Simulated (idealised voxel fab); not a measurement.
Name of the process module below: voxel local oxidation
cross-section cut | 270 nm wide | cells 5 nm
Reading order for cross-sections: top band down to bottom band. Underlying form: a grid of square cells. Band size: one or more rows of cells. The band entry comprises the height of the band's top followed by the height of its bottom, expressed in nm, and subsequently the band's materials from left to right, each stated together with its width in nm. Where a single material is marked with the word "full width", that material fills the band from edge to edge. The word "air" represents empty space. We count height from 0. Below that, the starting wafer is all one material. The lowest band never ends at the bottom but goes on down; see "z 0 and below" for how that is written. Per-row width for "30..40": begins at first number (top row of band), ends at second number (bottom row), increment between rows held constant. Where a step carries "no alteration", the cross-section came out of it unchanged, cell for cell. Reported under the label "Sealed void inventory" are the empty spaces having no open way to the top and comprising 8 cells or more; the notation for each is width x height at distance, in which the distance is measured from the left edge and all three values are in nm. Note: text after step settings on the step line = simulator remark on that step. If you see "overlay nm" on a step's line and that step has a mask, it's telling you how far right of where it was planned the mask ended up; a negative number means it went left instead.

## The planned process steps are enumerated hereunder
| 1 | RECEIVE | material Si |
| 2 | OXIDIZE | depth nm 5 |
| 3 | CONFORMAL_DEP | material SiN | thk nm 10 |
| 4 | PATTERN | tone cover | mask id ACTIVE | material resist | width nm 125 | thk nm 20 | overlay nm 0 |
| 5 | DIRECTIONAL_ETCH | etch materials SiN | depth nm 10 |
| 6 | STRIP | etch materials resist |
| 7 | SELECTIVE_ETCH | etch materials SiO2 | depth nm 5 |
| 8 | OXIDIZE | depth nm 15 |
| 9 | STRIP | etch materials SiN |

## First wafer out of two, processed as planned

## Wafer as received: cross-section following step 1
	z 0 and below: Si full width
	Sealed void inventory: none

## after step 2
	z 0 to -5: SiO2 full width
	Whatever lies below -5 is exactly as it was before.

## after step 3
	z 10 to 0: SiN full width
	Whatever lies below 0 is exactly as it was before.

## after step 4
	z 30 to 10: air 70, then resist 125, then air 75
	Whatever lies below 10 is exactly as it was before.

## after step 5
	z 30 to 10: air 70, then resist 125, then air 75
	z 10 to 0: air 70, then SiN 125, then air 75
	Whatever lies below 0 is exactly as it was before.

## after step 6
	z 10 to 0: air 70, then SiN 125, then air 75
	Whatever lies below 0 is exactly as it was before.

## after step 7
	z 10 to 0: air 70, then SiN 125, then air 75
	z 0 to -5: air 75, then SiO2 115, then air 80
	Whatever lies below -5 is exactly as it was before.

## after step 8
	z 10 to 0: air 70, then SiN 125, then air 75
	z 0 to -5: air 75, then SiO2 115, then air 80
	z -5 to -20: SiO2 90, then Si 85, then SiO2 95
	Whatever lies below -20 is exactly as it was before.

## after step 9
	z 0 to -5: air 75, then SiO2 115, then air 80
	Whatever lies below -5 is exactly as it was before.

## The Second Wafer: Common Origin and Plan, One Mistake in Execution, Identical to the First Through Step 2

## Cross-sectional view of the second wafer at the intended end time of process step 3
	z 10 to -5: SiO2 full width
	Whatever lies below -5 is exactly as it was before.

## Cross-sectional view of the second wafer at the intended end time of process step 4
	z 30 to 10: air 70, then resist 125, then air 75
	Whatever lies below 10 is exactly as it was before.

Cross-sectional view of the second wafer at the intended end time of process step 5: no alteration

## Cross-sectional view of the second wafer at the intended end time of process step 6
	z 10 to -5: SiO2 full width
	Whatever lies below -5 is exactly as it was before.

## Cross-sectional view of the second wafer at the intended end time of process step 7
	z 5 to -5: SiO2 full width
	Whatever lies below -5 is exactly as it was before.

Cross-sectional view of the second wafer at the intended end time of process step 8: no alteration

Cross-sectional view of the second wafer at the intended end time of process step 9: no alteration
Nonconformance to the process plan: contrary to plan, step 3 was performed as CONFORMAL_DEP | material SiO2 | thk nm 10
Final comparison by cell count, materials where the second wafer has more or fewer than the first: Si: 111 more, SiO2: 26 fewer
